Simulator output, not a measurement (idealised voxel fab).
Process module in this document: voxel trench capacitor
FYI the section here is cut, 160 nm wide, cells are 5 nm squares.
Reading order for cross-sections: top band down to bottom band. Underlying form: a grid of square cells. Band size: one or more rows of cells.
Top height, bottom height, nm. Materials left to right, width each, nm. Single material + "all across" = fills band edge to edge. "empty" = empty.
Heights are expressed relative to 0, this being the level below which the as-received wafer comprises one material exclusively. The lowest band is unbounded in the downward direction and is denoted as in "0 and below".
Width: "30..40" (first number = top row, second number = bottom row, same change from row to row of cells).
Given "remained the same" for a step, no cell of the cross-section differs between before and after that step.
Listed in "Enclosed void entries": every empty space of 8 or more cells without an open way to the top. Form: width x height at distance, the distance being from the left edge, all in nm.
Step line, after settings: the simulator's comment on this step.
"overlay nm" denotes, for a step that has a mask, the displacement of the mask to the right of its planned place, with negative values corresponding to the left.

**This section lists the process steps that were planned**
1. RECEIVE, material Si
2. CONFORMAL_DEP, material SiN, thk nm 5
3. PATTERN, tone open, mask id TRENCH, material resist, width nm 25, pitch nm 40, thk nm 15, overlay nm 0
4. DIRECTIONAL_ETCH, etch materials SiN, depth nm 5
5. DIRECTIONAL_ETCH, etch materials Si, depth nm 25
6. STRIP, etch materials resist
7. CONFORMAL_DEP, material Al2O3, thk nm 5
8. CONFORMAL_DEP, material TiN, thk nm 5
9. FILL_DEP, material W, thk nm 5
10. CMP, height nm 5

**The first of the two wafers, which ran as planned**

**Cross-section of the wafer as it came to us, i.e., already through step 1**
    0 and below  Si all across
    Enclosed void entries: none

**Cross-sectional representation of the wafer at the conclusion of step 2**
    5 down to 0  SiN all across
    Rest of section, below 0: as before.

**Cross-sectional representation of the wafer at the conclusion of step 3**
    20 down to 5  resist: 45, then empty: 25, then resist: 15, then empty: 25, then resist: 50
    Rest of section, below 5: as before.

**Cross-sectional representation of the wafer at the conclusion of step 4**
    20 down to 5  resist: 45, then empty: 25, then resist: 15, then empty: 25, then resist: 50
    5 down to 0  SiN: 45, then empty: 25, then SiN: 15, then empty: 25, then SiN: 50
    Rest of section, below 0: as before.

**Cross-sectional representation of the wafer at the conclusion of step 5**
    20 down to 5  resist: 45, then empty: 25, then resist: 15, then empty: 25, then resist: 50
    5 down to 0  SiN: 45, then empty: 25, then SiN: 15, then empty: 25, then SiN: 50
    0 down to -25  Si: 45, then empty: 25, then Si: 15, then empty: 25, then Si: 50
    Rest of section, below -25: as before.

**Cross-sectional representation of the wafer at the conclusion of step 6**
    5 down to 0  SiN: 45, then empty: 25, then SiN: 15, then empty: 25, then SiN: 50
    Rest of section, below 0: as before.

**Cross-sectional representation of the wafer at the conclusion of step 7**
    10 down to 5  Al2O3: 50, then empty: 15, then Al2O3: 25, then empty: 15, then Al2O3: 55
    5 down to 0  SiN: 45, then Al2O3: 5, then empty: 15, then Al2O3: 5, then SiN: 15, then Al2O3: 5, then empty: 15, then Al2O3: 5, then SiN: 50
    0 down to -20  Si: 45, then Al2O3: 5, then empty: 15, then Al2O3: 5, then Si: 15, then Al2O3: 5, then empty: 15, then Al2O3: 5, then Si: 50
    -20 down to -25  Si: 45, then Al2O3: 25, then Si: 15, then Al2O3: 25, then Si: 50
    Rest of section, below -25: as before.

**Cross-sectional representation of the wafer at the conclusion of step 8**
    15 down to 10  TiN: 55, then empty: 5, then TiN: 35, then empty: 5, then TiN: 60
    10 down to 5  Al2O3: 50, then TiN: 5, then empty: 5, then TiN: 5, then Al2O3: 25, then TiN: 5, then empty: 5, then TiN: 5, then Al2O3: 55
    5 down to 0  SiN: 45, then Al2O3: 5, then TiN: 5, then empty: 5, then TiN: 5, then Al2O3: 5, then SiN: 15, then Al2O3: 5, then TiN: 5, then empty: 5, then TiN: 5, then Al2O3: 5, then SiN: 50
    0 down to -15  Si: 45, then Al2O3: 5, then TiN: 5, then empty: 5, then TiN: 5, then Al2O3: 5, then Si: 15, then Al2O3: 5, then TiN: 5, then empty: 5, then TiN: 5, then Al2O3: 5, then Si: 50
    -15 down to -20  Si: 45, then Al2O3: 5, then TiN: 15, then Al2O3: 5, then Si: 15, then Al2O3: 5, then TiN: 15, then Al2O3: 5, then Si: 50
    Rest of section, below -20: as before.

**Cross-sectional representation of the wafer at the conclusion of step 9**
    20 down to 15  W all across
    15 down to 10  TiN: 55, then W: 5, then TiN: 35, then W: 5, then TiN: 60
    10 down to 5  Al2O3: 50, then TiN: 5, then W: 5, then TiN: 5, then Al2O3: 25, then TiN: 5, then W: 5, then TiN: 5, then Al2O3: 55
    5 down to 0  SiN: 45, then Al2O3: 5, then TiN: 5, then W: 5, then TiN: 5, then Al2O3: 5, then SiN: 15, then Al2O3: 5, then TiN: 5, then W: 5, then TiN: 5, then Al2O3: 5, then SiN: 50
    0 down to -15  Si: 45, then Al2O3: 5, then TiN: 5, then W: 5, then TiN: 5, then Al2O3: 5, then Si: 15, then Al2O3: 5, then TiN: 5, then W: 5, then TiN: 5, then Al2O3: 5, then Si: 50
    Rest of section, below -15: as before.

**Cross-sectional representation of the wafer at the conclusion of step 10**
    5 down to 0  SiN: 45, then Al2O3: 5, then TiN: 5, then W: 5, then TiN: 5, then Al2O3: 5, then SiN: 15, then Al2O3: 5, then TiN: 5, then W: 5, then TiN: 5, then Al2O3: 5, then SiN: 50
    Rest of section, below 0: as before.

**Wafer two of the pair: same origin, same plan, one error during the run; identical to wafer one up to and including step 2**

**Here is the second wafer in cross-section at the point where step 3 of the plan should have been done**
    20 down to 5  resist: 50, then empty: 25, then resist: 15, then empty: 25, then resist: 45
    Rest of section, below 5: as before.

**Here is the second wafer in cross-section at the point where step 4 of the plan should have been done**
    20 down to 5  resist: 50, then empty: 25, then resist: 15, then empty: 25, then resist: 45
    5 down to 0  SiN: 50, then empty: 25, then SiN: 15, then empty: 25, then SiN: 45
    Rest of section, below 0: as before.

**Here is the second wafer in cross-section at the point where step 5 of the plan should have been done**
    20 down to 5  resist: 50, then empty: 25, then resist: 15, then empty: 25, then resist: 45
    5 down to 0  SiN: 50, then empty: 25, then SiN: 15, then empty: 25, then SiN: 45
    0 down to -25  Si: 50, then empty: 25, then Si: 15, then empty: 25, then Si: 45
    Rest of section, below -25: as before.

**Here is the second wafer in cross-section at the point where step 6 of the plan should have been done**
    5 down to 0  SiN: 50, then empty: 25, then SiN: 15, then empty: 25, then SiN: 45
    Rest of section, below 0: as before.

**Here is the second wafer in cross-section at the point where step 7 of the plan should have been done**
    10 down to 5  Al2O3: 55, then empty: 15, then Al2O3: 25, then empty: 15, then Al2O3: 50
    5 down to 0  SiN: 50, then Al2O3: 5, then empty: 15, then Al2O3: 5, then SiN: 15, then Al2O3: 5, then empty: 15, then Al2O3: 5, then SiN: 45
    0 down to -20  Si: 50, then Al2O3: 5, then empty: 15, then Al2O3: 5, then Si: 15, then Al2O3: 5, then empty: 15, then Al2O3: 5, then Si: 45
    -20 down to -25  Si: 50, then Al2O3: 25, then Si: 15, then Al2O3: 25, then Si: 45
    Rest of section, below -25: as before.

**Here is the second wafer in cross-section at the point where step 8 of the plan should have been done**
    15 down to 10  TiN: 60, then empty: 5, then TiN: 35, then empty: 5, then TiN: 55
    10 down to 5  Al2O3: 55, then TiN: 5, then empty: 5, then TiN: 5, then Al2O3: 25, then TiN: 5, then empty: 5, then TiN: 5, then Al2O3: 50
    5 down to 0  SiN: 50, then Al2O3: 5, then TiN: 5, then empty: 5, then TiN: 5, then Al2O3: 5, then SiN: 15, then Al2O3: 5, then TiN: 5, then empty: 5, then TiN: 5, then Al2O3: 5, then SiN: 45
    0 down to -15  Si: 50, then Al2O3: 5, then TiN: 5, then empty: 5, then TiN: 5, then Al2O3: 5, then Si: 15, then Al2O3: 5, then TiN: 5, then empty: 5, then TiN: 5, then Al2O3: 5, then Si: 45
    -15 down to -20  Si: 50, then Al2O3: 5, then TiN: 15, then Al2O3: 5, then Si: 15, then Al2O3: 5, then TiN: 15, then Al2O3: 5, then Si: 45
    Rest of section, below -20: as before.

**Here is the second wafer in cross-section at the point where step 9 of the plan should have been done**
    20 down to 15  W all across
    15 down to 10  TiN: 60, then W: 5, then TiN: 35, then W: 5, then TiN: 55
    10 down to 5  Al2O3: 55, then TiN: 5, then W: 5, then TiN: 5, then Al2O3: 25, then TiN: 5, then W: 5, then TiN: 5, then Al2O3: 50
    5 down to 0  SiN: 50, then Al2O3: 5, then TiN: 5, then W: 5, then TiN: 5, then Al2O3: 5, then SiN: 15, then Al2O3: 5, then TiN: 5, then W: 5, then TiN: 5, then Al2O3: 5, then SiN: 45
    0 down to -15  Si: 50, then Al2O3: 5, then TiN: 5, then W: 5, then TiN: 5, then Al2O3: 5, then Si: 15, then Al2O3: 5, then TiN: 5, then W: 5, then TiN: 5, then Al2O3: 5, then Si: 45
    Rest of section, below -15: as before.

**Here is the second wafer in cross-section at the point where step 10 of the plan should have been done**
    5 down to 0  SiN: 50, then Al2O3: 5, then TiN: 5, then W: 5, then TiN: 5, then Al2O3: 5, then SiN: 15, then Al2O3: 5, then TiN: 5, then W: 5, then TiN: 5, then Al2O3: 5, then SiN: 45
    Rest of section, below 0: as before.
The mistake made against the process plan was this: it should be noted that step 3 was executed with settings other than those planned, the operation and settings actually applied being PATTERN, tone open, mask id TRENCH, material resist, width nm 25, pitch nm 40, thk nm 15, overlay nm 5
At the end, each material covers as many cells on the second wafer as it does on the first, though the cells it covers are elsewhere.
